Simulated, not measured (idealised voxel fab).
voxel double patterning: a process module
The cross-section shown here is cut; it is 210 nm wide and divided into square cells measuring 5 nm on a side.
Format of a cross-section: grid, square cells. Given as bands. Order: top down. Band: one or more rows of cells.
Top height, bottom height, nm. Materials left to right, width each, nm. Single material + "full width" = fills band edge to edge. "air" = empty.
Zero point of the height axis is 0; under it, received wafer = one material. Lowest band: continues down indefinitely, "z 0 and below".
Top row gets the first number, bottom row gets the second, and each row in between changes by the same step: that is how a band width like "30 to 40" works.
A step reported as "same as before" is a step in which no cell of the cross-section changed.
Sealed void list: empty space of 8 cells or more with no open way to the top, each as width x height at its distance from the left edge, in nm
after a step's settings: what the simulator itself notes on the step
"overlay nm" answers the question of how far to the right of plan the mask lay on a step that has a mask, and when it is negative the answer is to the left.

The steps planned for the process are as follows
1,RECEIVE, material Si
2,CONFORMAL_DEP, material SiO2, thk nm 10
3,DIRECTIONAL_DEP, material polySi, thk nm 10
4,DIRECTIONAL_DEP, material SiN, thk nm 5
5,PATTERN, tone open, mask id FIRST, material resist, width nm 15, pitch nm 50, thk nm 15, overlay nm 0
6,DIRECTIONAL_ETCH, etch materials SiN, depth nm 5
7,STRIP, etch materials resist
8,DIRECTIONAL_DEP, material aC, thk nm 10
9,PATTERN, tone open, mask id SECOND, material resist, width nm 15, pitch nm 50, thk nm 25, overlay nm 0
10,DIRECTIONAL_ETCH, etch materials aC, depth nm 10
11,STRIP, etch materials resist
12,DIRECTIONAL_ETCH, etch materials SiN, depth nm 5
13,STRIP, etch materials aC
14,DIRECTIONAL_ETCH, etch materials polySi, depth nm 10
15,STRIP, etch materials SiN

First of two wafers, processed according to plan

Cross-section of the wafer upon arrival, representing the state reached after step 1
  z 0 and below: Si full width
  Sealed void list: none

State of the wafer after step 2, shown in cross-section
  z 10 to 0: SiO2 full width
  Under the height 0 nothing was changed.

State of the wafer after step 3, shown in cross-section
  z 20 to 10: polySi full width
  Under the height 10 nothing was changed.

State of the wafer after step 4, shown in cross-section
  z 25 to 20: SiN full width
  Under the height 20 nothing was changed.

State of the wafer after step 5, shown in cross-section
  z 40 to 25: resist (45), then air (15), then resist (35), then air (15), then resist (35), then air (15), then resist (50)
  Under the height 25 nothing was changed.

State of the wafer after step 6, shown in cross-section
  z 40 to 25: resist (45), then air (15), then resist (35), then air (15), then resist (35), then air (15), then resist (50)
  z 25 to 20: SiN (45), then air (15), then SiN (35), then air (15), then SiN (35), then air (15), then SiN (50)
  Under the height 20 nothing was changed.

State of the wafer after step 7, shown in cross-section
  z 25 to 20: SiN (45), then air (15), then SiN (35), then air (15), then SiN (35), then air (15), then SiN (50)
  Under the height 20 nothing was changed.

State of the wafer after step 8, shown in cross-section
  z 35 to 30: aC (45), then air (15), then aC (35), then air (15), then aC (35), then air (15), then aC (50)
  z 30 to 25: aC full width
  z 25 to 20: SiN (45), then aC (15), then SiN (35), then aC (15), then SiN (35), then aC (15), then SiN (50)
  Under the height 20 nothing was changed.

State of the wafer after step 9, shown in cross-section
  z 60 to 35: resist (70), then air (15), then resist (35), then air (15), then resist (75)
  z 35 to 30: aC (45), then resist (15), then aC (35), then resist (15), then aC (35), then resist (15), then aC (50)
  Under the height 30 nothing was changed.

State of the wafer after step 10, shown in cross-section
  z 50 to 35: resist (70), then air (15), then resist (35), then air (15), then resist (75)
  z 35 to 30: aC (45), then resist (15), then aC (10), then air (15), then aC (10), then resist (15), then aC (10), then air (15), then aC (10), then resist (15), then aC (50)
  z 30 to 25: aC (70), then air (15), then aC (35), then air (15), then aC (75)
  Under the height 25 nothing was changed.

State of the wafer after step 11, shown in cross-section
  z 35 to 30: aC (45), then air (15), then aC (10), then air (15), then aC (10), then air (15), then aC (10), then air (15), then aC (10), then air (15), then aC (50)
  Under the height 30 nothing was changed.

State of the wafer after step 12, shown in cross-section
  z 35 to 30: aC (45), then air (15), then aC (10), then air (15), then aC (10), then air (15), then aC (10), then air (15), then aC (10), then air (15), then aC (50)
  z 30 to 25: aC (70), then air (15), then aC (35), then air (15), then aC (75)
  z 25 to 20: SiN (45), then aC (15), then SiN (10), then air (15), then SiN (10), then aC (15), then SiN (10), then air (15), then SiN (10), then aC (15), then SiN (50)
  Under the height 20 nothing was changed.

State of the wafer after step 13, shown in cross-section
  z 25 to 20: SiN (45), then air (15), then SiN (10), then air (15), then SiN (10), then air (15), then SiN (10), then air (15), then SiN (10), then air (15), then SiN (50)
  Under the height 20 nothing was changed.

State of the wafer after step 14, shown in cross-section
  z 25 to 20: SiN (45), then air (15), then SiN (10), then air (15), then SiN (10), then air (15), then SiN (10), then air (15), then SiN (10), then air (15), then SiN (50)
  z 20 to 10: polySi (45), then air (15), then polySi (10), then air (15), then polySi (10), then air (15), then polySi (10), then air (15), then polySi (10), then air (15), then polySi (50)
  Under the height 10 nothing was changed.

State of the wafer after step 15, shown in cross-section
  z 20 to 10: polySi (45), then air (15), then polySi (10), then air (15), then polySi (10), then air (15), then polySi (10), then air (15), then polySi (10), then air (15), then polySi (50)
  Under the height 10 nothing was changed.

Now the other wafer: same start, same recipe, but we messed up one thing when running it. Up to and including step 8 it's the same as the first one

when step 9 should have ended
  z 60 to 35: resist (65), then air (25), then resist (25), then air (25), then resist (70)
  z 35 to 30: aC (45), then resist (15), then aC (35), then resist (15), then aC (35), then resist (15), then aC (50)
  Under the height 30 nothing was changed.

when step 10 should have ended
  z 50 to 35: resist (65), then air (25), then resist (25), then air (25), then resist (70)
  z 35 to 30: aC (45), then resist (15), then aC (5), then air (25), then aC (5), then resist (15), then aC (5), then air (25), then aC (5), then resist (15), then aC (50)
  z 30 to 25: aC (65), then air (25), then aC (25), then air (25), then aC (70)
  Under the height 25 nothing was changed.

when step 11 should have ended
  z 35 to 30: aC (45), then air (15), then aC (5), then air (25), then aC (5), then air (15), then aC (5), then air (25), then aC (5), then air (15), then aC (50)
  Under the height 30 nothing was changed.

when step 12 should have ended
  z 35 to 30: aC (45), then air (15), then aC (5), then air (25), then aC (5), then air (15), then aC (5), then air (25), then aC (5), then air (15), then aC (50)
  z 30 to 25: aC (65), then air (25), then aC (25), then air (25), then aC (70)
  z 25 to 20: SiN (45), then aC (15), then SiN (5), then air (25), then SiN (5), then aC (15), then SiN (5), then air (25), then SiN (5), then aC (15), then SiN (50)
  Under the height 20 nothing was changed.

when step 13 should have ended
  z 25 to 20: SiN (45), then air (15), then SiN (5), then air (25), then SiN (5), then air (15), then SiN (5), then air (25), then SiN (5), then air (15), then SiN (50)
  Under the height 20 nothing was changed.

when step 14 should have ended
  z 25 to 20: SiN (45), then air (15), then SiN (5), then air (25), then SiN (5), then air (15), then SiN (5), then air (25), then SiN (5), then air (15), then SiN (50)
  z 20 to 10: polySi (45), then air (15), then polySi (5), then air (25), then polySi (5), then air (15), then polySi (5), then air (25), then polySi (5), then air (15), then polySi (50)
  Under the height 10 nothing was changed.

when step 15 should have ended
  z 20 to 10: polySi (45), then air (15), then polySi (5), then air (25), then polySi (5), then air (15), then polySi (5), then air (25), then polySi (5), then air (15), then polySi (50)
  Under the height 10 nothing was changed.
What was the processing mistake? step 9 did not use the planned setting and instead ran as PATTERN, tone open, mask id SECOND, material resist, width nm 25, pitch nm 50, thk nm 25, overlay nm 0
The second wafer ends with more or fewer cells of some materials than the first, per final count: 8 fewer of polySi
